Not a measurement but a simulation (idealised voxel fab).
process module | voxel gate over fins
cross-section cut | 240 nm wide | cells 5 nm
A cross-section is a grid of square cells, given in bands from the top down. A band is one or more rows of cells.
Each band's line starts with the height of the band's top and of its bottom, in nm. Then come its materials from left to right, each with its width in nm. One material with "throughout" fills the band from edge to edge. "air" is empty space.
Height 0 is the level under which the wafer as received is all one material. The lowest band goes on downwards, as in "0 down".
A width such as "30 to 40" changes by the same amount from each row of cells to the next, from the band's top row to its bottom row.
"no change" after a step means that no cell of the cross-section changed.
closed voids: empty space of 8 cells or more with no open way to the top, each as width x height at its distance from the left edge, in nm
after a step's settings: what the simulator itself notes on the step
overlay nm, on a step with a mask: how far to the right of its planned place the mask lay; to the left if negative
plan
1 op RECEIVE | material Si
2 op CONFORMAL_DEP | material SiN | thk nm 10
3 op MASKED_ETCH | tone cover | mask id FINS | width nm 15 | pitch nm 60 | etch materials SiN | depth nm 10 | overlay nm 0
4 op MASKED_ETCH | tone cover | mask id FINS | width nm 15 | pitch nm 60 | etch materials Si | depth nm 40 | overlay nm 0
5 op FILL_DEP | material SiO2 | thk nm 15
6 op CMP | height nm 10
7 op PATTERN | tone open | mask id RAIL | material resist | width nm 15 | thk nm 15 | overlay nm 0
8 op DIRECTIONAL_ETCH | etch materials SiO2 | depth nm 45
9 op STRIP | etch materials resist
10 op CONFORMAL_DEP | material TiN | thk nm 5
11 op FILL_DEP | material W | thk nm 5
12 op CMP | height nm 10
13 op SELECTIVE_ETCH | etch materials W Ru TiN | depth nm 30
14 op FILL_DEP | material SiO2 | thk nm 5
15 op CMP | height nm 10
16 op SELECTIVE_ETCH | etch materials SiO2 | depth nm 25
17 op STRIP | etch materials SiN
18 op CONFORMAL_DEP | material HfO2 | thk nm 5
19 op CONFORMAL_DEP | material TiN | thk nm 5
20 op FILL_DEP | material W | thk nm 10
21 op CMP | height nm 15
22 op CONFORMAL_DEP | material SiN | thk nm 10
first wafer, as planned
as received, after step 1
  0 down: Si throughout
  closed voids: none
after step 2
  10 to 0: SiN throughout
  below 0: unchanged
after step 3
  10 to 0: air 80 | SiN 15 | air 45 | SiN 15 | air 85
  below 0: unchanged
after step 4
  10 to 0: air 80 | SiN 15 | air 45 | SiN 15 | air 85
  0 to -40: air 80 | Si 15 | air 45 | Si 15 | air 85
  below -40: unchanged
after step 5
  25 to 10: SiO2 throughout
  10 to 0: SiO2 80 | SiN 15 | SiO2 45 | SiN 15 | SiO2 85
  0 to -40: SiO2 80 | Si 15 | SiO2 45 | Si 15 | SiO2 85
  below -40: unchanged
after step 6
  10 to 0: SiO2 80 | SiN 15 | SiO2 45 | SiN 15 | SiO2 85
  below 0: unchanged
after step 7
  25 to 10: resist 110 | air 15 | resist 115
  below 10: unchanged
after step 8
  25 to 10: resist 110 | air 15 | resist 115
  10 to 0: SiO2 80 | SiN 15 | SiO2 15 | air 15 | SiO2 15 | SiN 15 | SiO2 85
  0 to -35: SiO2 80 | Si 15 | SiO2 15 | air 15 | SiO2 15 | Si 15 | SiO2 85
  below -35: unchanged
after step 9
  10 to 0: SiO2 80 | SiN 15 | SiO2 15 | air 15 | SiO2 15 | SiN 15 | SiO2 85
  below 0: unchanged
after step 10
  15 to 10: TiN 115 | air 5 | TiN 120
  10 to 0: SiO2 80 | SiN 15 | SiO2 15 | TiN 5 | air 5 | TiN 5 | SiO2 15 | SiN 15 | SiO2 85
  0 to -30: SiO2 80 | Si 15 | SiO2 15 | TiN 5 | air 5 | TiN 5 | SiO2 15 | Si 15 | SiO2 85
  -30 to -35: SiO2 80 | Si 15 | SiO2 15 | TiN 15 | SiO2 15 | Si 15 | SiO2 85
  below -35: unchanged
after step 11
  20 to 15: W throughout
  15 to 10: TiN 115 | W 5 | TiN 120
  10 to 0: SiO2 80 | SiN 15 | SiO2 15 | TiN 5 | W 5 | TiN 5 | SiO2 15 | SiN 15 | SiO2 85
  0 to -30: SiO2 80 | Si 15 | SiO2 15 | TiN 5 | W 5 | TiN 5 | SiO2 15 | Si 15 | SiO2 85
  below -30: unchanged
after step 12
  10 to 0: SiO2 80 | SiN 15 | SiO2 15 | TiN 5 | W 5 | TiN 5 | SiO2 15 | SiN 15 | SiO2 85
  below 0: unchanged
after step 13
  10 to 0: SiO2 80 | SiN 15 | SiO2 15 | air 15 | SiO2 15 | SiN 15 | SiO2 85
  0 to -20: SiO2 80 | Si 15 | SiO2 15 | air 15 | SiO2 15 | Si 15 | SiO2 85
  below -20: unchanged
after step 14
  15 to 10: SiO2 throughout
  10 to 0: SiO2 80 | SiN 15 | SiO2 45 | SiN 15 | SiO2 85
  0 to -20: SiO2 80 | Si 15 | SiO2 45 | Si 15 | SiO2 85
  below -20: unchanged
after step 15
  10 to 0: SiO2 80 | SiN 15 | SiO2 45 | SiN 15 | SiO2 85
  below 0: unchanged
after step 16
  10 to 0: air 80 | SiN 15 | air 45 | SiN 15 | air 85
  0 to -15: air 80 | Si 15 | air 45 | Si 15 | air 85
  below -15: unchanged
after step 17
  0 to -15: air 80 | Si 15 | air 45 | Si 15 | air 85
  below -15: unchanged
after step 18
  5 to 0: air 75 | HfO2 25 | air 35 | HfO2 25 | air 80
  0 to -10: air 75 | HfO2 5 | Si 15 | HfO2 5 | air 35 | HfO2 5 | Si 15 | HfO2 5 | air 80
  -10 to -15: HfO2 80 | Si 15 | HfO2 45 | Si 15 | HfO2 85
  below -15: unchanged
after step 19
  10 to 5: air 70 | TiN 35 | air 25 | TiN 35 | air 75
  5 to 0: air 70 | TiN 5 | HfO2 25 | TiN 5 | air 25 | TiN 5 | HfO2 25 | TiN 5 | air 75
  0 to -5: air 70 | TiN 5 | HfO2 5 | Si 15 | HfO2 5 | TiN 5 | air 25 | TiN 5 | HfO2 5 | Si 15 | HfO2 5 | TiN 5 | air 75
  -5 to -10: TiN 75 | HfO2 5 | Si 15 | HfO2 5 | TiN 35 | HfO2 5 | Si 15 | HfO2 5 | TiN 80
  below -10: unchanged
after step 20
  20 to 10: W throughout
  10 to 5: W 70 | TiN 35 | W 25 | TiN 35 | W 75
  5 to 0: W 70 | TiN 5 | HfO2 25 | TiN 5 | W 25 | TiN 5 | HfO2 25 | TiN 5 | W 75
  0 to -5: W 70 | TiN 5 | HfO2 5 | Si 15 | HfO2 5 | TiN 5 | W 25 | TiN 5 | HfO2 5 | Si 15 | HfO2 5 | TiN 5 | W 75
  below -5: unchanged
after step 21
  15 to 10: W throughout
  below 10: unchanged
after step 22
  25 to 15: SiN throughout
  below 15: unchanged
second wafer: like start, like plan, one mistake. Through step 15 it matches the first wafer
when step 16 should have ended
  10 to 0: air 80 | SiN 15 | air 45 | SiN 15 | air 85
  0 to -20: air 80 | Si 15 | air 45 | Si 15 | air 85
  -20 to -30: air 80 | Si 15 | air 15 | TiN 5 | W 5 | TiN 5 | air 15 | Si 15 | air 85
  -30 to -35: air 80 | Si 15 | air 15 | TiN 15 | air 15 | Si 15 | air 85
  -35 to -40: air 80 | Si 15 | air 20 | SiO2 5 | air 20 | Si 15 | air 85
  below -40: unchanged
when step 17 should have ended
  0 to -20: air 80 | Si 15 | air 45 | Si 15 | air 85
  below -20: unchanged
when step 18 should have ended
  5 to 0: air 75 | HfO2 25 | air 35 | HfO2 25 | air 80
  0 to -15: air 75 | HfO2 5 | Si 15 | HfO2 5 | air 35 | HfO2 5 | Si 15 | HfO2 5 | air 80
  -15 to -20: air 75 | HfO2 5 | Si 15 | HfO2 5 | air 5 | HfO2 25 | air 5 | HfO2 5 | Si 15 | HfO2 5 | air 80
  -20 to -30: air 75 | HfO2 5 | Si 15 | HfO2 5 | air 5 | HfO2 5 | TiN 5 | W 5 | TiN 5 | HfO2 5 | air 5 | HfO2 5 | Si 15 | HfO2 5 | air 80
  -30 to -35: air 75 | HfO2 5 | Si 15 | HfO2 5 | air 5 | HfO2 5 | TiN 15 | HfO2 5 | air 5 | HfO2 5 | Si 15 | HfO2 5 | air 80
  -35 to -40: HfO2 80 | Si 15 | HfO2 20 | SiO2 5 | HfO2 20 | Si 15 | HfO2 85
  below -40: unchanged
when step 19 should have ended
  10 to 5: air 70 | TiN 35 | air 25 | TiN 35 | air 75
  5 to 0: air 70 | TiN 5 | HfO2 25 | TiN 5 | air 25 | TiN 5 | HfO2 25 | TiN 5 | air 75
  0 to -10: air 70 | TiN 5 | HfO2 5 | Si 15 | HfO2 5 | TiN 5 | air 25 | TiN 5 | HfO2 5 | Si 15 | HfO2 5 | TiN 5 | air 75
  -10 to -15: air 70 | TiN 5 | HfO2 5 | Si 15 | HfO2 5 | TiN 35 | HfO2 5 | Si 15 | HfO2 5 | TiN 5 | air 75
  -15 to -20: air 70 | TiN 5 | HfO2 5 | Si 15 | HfO2 5 | TiN 5 | HfO2 25 | TiN 5 | HfO2 5 | Si 15 | HfO2 5 | TiN 5 | air 75
  -20 to -30: air 70 | TiN 5 | HfO2 5 | Si 15 | HfO2 5 | TiN 5 | HfO2 5 | TiN 5 | W 5 | TiN 5 | HfO2 5 | TiN 5 | HfO2 5 | Si 15 | HfO2 5 | TiN 5 | air 75
  -30 to -35: TiN 75 | HfO2 5 | Si 15 | HfO2 5 | TiN 5 | HfO2 5 | TiN 15 | HfO2 5 | TiN 5 | HfO2 5 | Si 15 | HfO2 5 | TiN 80
  below -35: unchanged
when step 20 should have ended
  20 to 10: W throughout
  10 to 5: W 70 | TiN 35 | W 25 | TiN 35 | W 75
  5 to 0: W 70 | TiN 5 | HfO2 25 | TiN 5 | W 25 | TiN 5 | HfO2 25 | TiN 5 | W 75
  0 to -10: W 70 | TiN 5 | HfO2 5 | Si 15 | HfO2 5 | TiN 5 | W 25 | TiN 5 | HfO2 5 | Si 15 | HfO2 5 | TiN 5 | W 75
  -10 to -15: W 70 | TiN 5 | HfO2 5 | Si 15 | HfO2 5 | TiN 35 | HfO2 5 | Si 15 | HfO2 5 | TiN 5 | W 75
  -15 to -20: W 70 | TiN 5 | HfO2 5 | Si 15 | HfO2 5 | TiN 5 | HfO2 25 | TiN 5 | HfO2 5 | Si 15 | HfO2 5 | TiN 5 | W 75
  -20 to -30: W 70 | TiN 5 | HfO2 5 | Si 15 | HfO2 5 | TiN 5 | HfO2 5 | TiN 5 | W 5 | TiN 5 | HfO2 5 | TiN 5 | HfO2 5 | Si 15 | HfO2 5 | TiN 5 | W 75
  below -30: unchanged
when step 21 should have ended
  15 to 10: W throughout
  below 10: unchanged
when step 22 should have ended
  25 to 15: SiN throughout
  below 15: unchanged
what went wrong: step 16 was run twice
at the end the second wafer has, in cells: 30 more of HfO2 | 200 fewer of SiO2 | 20 more of TiN | 150 more of W
